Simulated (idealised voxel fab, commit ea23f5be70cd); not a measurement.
Documented hereafter: the process module known as voxel transistor to metal.
This is section cut - it's 185 nm across, gridded in 5 nm square cells.
For the purposes of this document, a cross-section shall be understood as a grid of square cells, specified as bands listed in top-to-bottom order, each band consisting of one or more rows of cells. Read a band's entry like this: the first values are the height of its top and the height of its bottom in nm, and what follows is the sequence of materials from left to right, each with its width in nm. Note that "blank" is empty space, and that a single material marked "full width" reaches across the band from edge to edge. A quick word on heights: they are counted from 0, and under that level the wafer as it came to us is one material throughout. The lowest band is different from the rest in having no bottom; it simply continues downward, written as in "0 -> down". The two numbers in a width such as "30..40" mark its ends across the band: the first belongs to the top row of cells, the second to the bottom row, and from each row to the next the width moves by the same amount. No cell of the cross-section changed in a step that is given as "remains unaltered". "Closed cavities" specifies each empty space that is not open to the top and that occupies no fewer than 8 cells, using the form width x height at distance, the distance measured from the left edge and all three quantities in nm. The remark found on a step's line after its settings is issued by the simulator itself and pertains to that step. The optional step-line setting "overlay nm" applies to steps with a mask and quantifies how far to the right of its planned location the mask lay, a negative value indicating leftward placement.

[These are the steps we planned for the process]
1. RECEIVE | material Si
2. CONFORMAL_DEP | material SiO2 | thk nm 5
3. CONFORMAL_DEP | material SiN | thk nm 10
4. DIRECTIONAL_DEP | material aC | thk nm 10
5. PATTERN | tone cover | mask id ACTIVE | material resist | width nm 95 | thk nm 30 | overlay nm 0
6. DIRECTIONAL_ETCH | etch materials aC | depth nm 10
7. STRIP | etch materials resist
8. DIRECTIONAL_ETCH | etch materials SiN | depth nm 10
9. DIRECTIONAL_ETCH | etch materials SiO2 | depth nm 5
10. DIRECTIONAL_ETCH | etch materials Si | depth nm 25
11. STRIP | etch materials aC
12. FILL_DEP | material SiO2 | thk nm 15
13. CMP | height nm 15
14. SELECTIVE_ETCH | etch materials SiO2 | depth nm 5
15. STRIP | etch materials SiN
16. SELECTIVE_ETCH | etch materials SiO2 | depth nm 5
17. OXIDIZE | depth nm 5
18. DIRECTIONAL_DEP | material polySi | thk nm 25
19. DIRECTIONAL_DEP | material SiCN | thk nm 15
20. MASKED_ETCH | tone cover | mask id GATE | width nm 25 | etch materials SiCN | depth nm 25 | overlay nm 0
21. MASKED_ETCH | tone cover | mask id GATE | width nm 25 | etch materials polySi | depth nm 35 | overlay nm 0
22. CONFORMAL_DEP | material SiN | thk nm 5
23. DIRECTIONAL_ETCH | etch materials SiN | depth nm 5
24. DIRECTIONAL_ETCH | etch materials SiO2 | depth nm 5
25. EPI | material SiGe | thk nm 5
26. FILL_DEP | material SiO2 | thk nm 10
27. CMP | height nm 25
28. STRIP | etch materials polySi
29. SELECTIVE_ETCH | etch materials SiO2 | depth nm 5
30. CONFORMAL_DEP | material HfO2 | thk nm 5
31. CONFORMAL_DEP | material TiN | thk nm 5
32. FILL_DEP | material W | thk nm 10
33. CMP | height nm 20
34. DIRECTIONAL_DEP | material SiO2 | thk nm 15
35. MASKED_ETCH | tone open | mask id CONTACT | width nm 15 | pitch nm 70 | etch materials SiO2 | depth nm 35 | overlay nm 0
36. CONFORMAL_DEP | material TiN | thk nm 5
37. FILL_DEP | material Ru | thk nm 5
38. CMP | height nm 35
39. DIRECTIONAL_DEP | material TiN | thk nm 5
40. DIRECTIONAL_DEP | material Ru | thk nm 15
41. MASKED_ETCH | tone cover | mask id METAL_1 | width nm 15 | pitch nm 70 | etch materials Ru | depth nm 15 | overlay nm 0
42. MASKED_ETCH | tone cover | mask id METAL_1 | width nm 15 | pitch nm 70 | etch materials TiN | depth nm 5 | overlay nm 0
43. CONFORMAL_DEP | material SiCN | thk nm 5
44. FILL_DEP | material lowk | thk nm 5
45. CMP | height nm 55
46. CONFORMAL_DEP | material SiCN | thk nm 5
47. DIRECTIONAL_DEP | material lowk | thk nm 25
48. DIRECTIONAL_DEP | material aC | thk nm 10
49. PATTERN | tone open | mask id METAL_2 | material resist | width nm 15 | pitch nm 70 | thk nm 30 | overlay nm 0
50. DIRECTIONAL_ETCH | etch materials aC | depth nm 10
51. STRIP | etch materials resist
52. DIRECTIONAL_ETCH | etch materials lowk | depth nm 15
53. STRIP | etch materials aC
54. MASKED_ETCH | tone open | mask id METAL_2_HOLES | width nm 15 | pitch nm 70 | etch materials lowk | depth nm 10 | overlay nm 0
55. MASKED_ETCH | tone open | mask id METAL_2_HOLES | width nm 15 | pitch nm 70 | etch materials SiCN | depth nm 5 | overlay nm 0
56. CONFORMAL_DEP | material TiN | thk nm 5
57. FILL_DEP | material Cu | thk nm 5
58. CMP | height nm 85
59. CONFORMAL_DEP | material SiCN | thk nm 5
Don't read the plan's width nm for step 42 as applying to every wafer: that's the first wafer's value, and the wafers differ in it, though they all start identical.

[Sectional view: first of several wafers, as received, after step 1]
* 0 -> down | Si full width
* Closed cavities: none

[Per wafer, end of module: cells gained (+) or lost (-) per material since receipt, then closed voids]
width nm 15; +10 Cu; +15 HfO2; +30 Ru; -109 Si; +111 SiCN; +12 SiGe; +10 SiN; +277 SiO2; +71 TiN; +3 W; +236 lowk; Closed cavities: none
width nm 20; +10 Cu; +15 HfO2; +30 Ru; -109 Si; +111 SiCN; +12 SiGe; +10 SiN; +277 SiO2; +73 TiN; +3 W; +234 lowk; Closed cavities: none
width nm 25; +10 Cu; +15 HfO2; +30 Ru; -109 Si; +111 SiCN; +12 SiGe; +10 SiN; +277 SiO2; +75 TiN; +3 W; +232 lowk; Closed cavities: none
width nm 30; +10 Cu; +15 HfO2; +30 Ru; -109 Si; +111 SiCN; +12 SiGe; +10 SiN; +277 SiO2; +77 TiN; +3 W; +230 lowk; Closed cavities: none
